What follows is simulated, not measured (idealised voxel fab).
process module | voxel quadruple lines
cross-section cut | 260 nm wide | cells 5 nm
A cross-section is a grid of square cells, given in bands from the top down. A band is one or more rows of cells.
Each band's line starts with the height of the band's top and of its bottom, in nm. Then come its materials from left to right, each with its width in nm. One material with "throughout" fills the band from edge to edge. "air" is empty space.
Height 0 is the level under which the wafer as received is all one material. The lowest band goes on downwards, as in "0 down".
A width such as "30 to 40" changes by the same amount from each row of cells to the next, from the band's top row to its bottom row.
"no change" after a step means that no cell of the cross-section changed.
closed voids: empty space of 8 cells or more with no open way to the top, each as width x height at its distance from the left edge, in nm
after a step's settings: what the simulator itself notes on the step
overlay nm, on a step with a mask: how far to the right of its planned place the mask lay; to the left if negative
plan
1 op RECEIVE | material Si
2 op CONFORMAL_DEP | material Al2O3 | thk nm 5
3 op DIRECTIONAL_DEP | material W | thk nm 15
4 op DIRECTIONAL_DEP | material polySi | thk nm 20
5 op DIRECTIONAL_DEP | material aC | thk nm 20
6 op PATTERN | tone cover | mask id MANDREL | material resist | width nm 15 | thk nm 30 | overlay nm 0
7 op DIRECTIONAL_ETCH | etch materials aC | depth nm 20
8 op STRIP | etch materials resist
9 op CONFORMAL_DEP | material SiO2 | thk nm 10
10 op DIRECTIONAL_ETCH | etch materials SiO2 | depth nm 10
11 op STRIP | etch materials aC
12 op DIRECTIONAL_ETCH | etch materials polySi | depth nm 20
13 op STRIP | etch materials SiO2
14 op CONFORMAL_DEP | material SiCN | thk nm 5
15 op DIRECTIONAL_ETCH | etch materials SiCN | depth nm 5
16 op STRIP | etch materials polySi
17 op DIRECTIONAL_ETCH | etch materials W | depth nm 15
18 op STRIP | etch materials SiCN
varied across the wafers: width nm of step 6. The plan shows the first wafer's value. All wafers start alike
first wafer as received, after step 1
  0 down: Si throughout
  closed voids: none
first wafer at the end, after step 18
  20 to 5: air 110 | W 5 | air 10 | W 5 | air 5 | W 5 | air 10 | W 5 | air 105
  5 to 0: Al2O3 throughout
  0 down: Si throughout
  closed voids: none
last wafer at the end
  20 to 5: air 100 | W 5 | air 10 | W 5 | air 25 | W 5 | air 10 | W 5 | air 95
  5 to 0: Al2O3 throughout
  0 down: Si throughout
  closed voids: none
each wafer at the end: cells of each material gained (+) or lost (-) since it was received, then its closed voids
width nm 15 | +52 Al2O3 | +12 W | closed voids: none
width nm 20 | +52 Al2O3 | +12 W | closed voids: none
width nm 25 | +52 Al2O3 | +12 W | closed voids: none
width nm 30 | +52 Al2O3 | +12 W | closed voids: none
width nm 35 | +52 Al2O3 | +12 W | closed voids: none
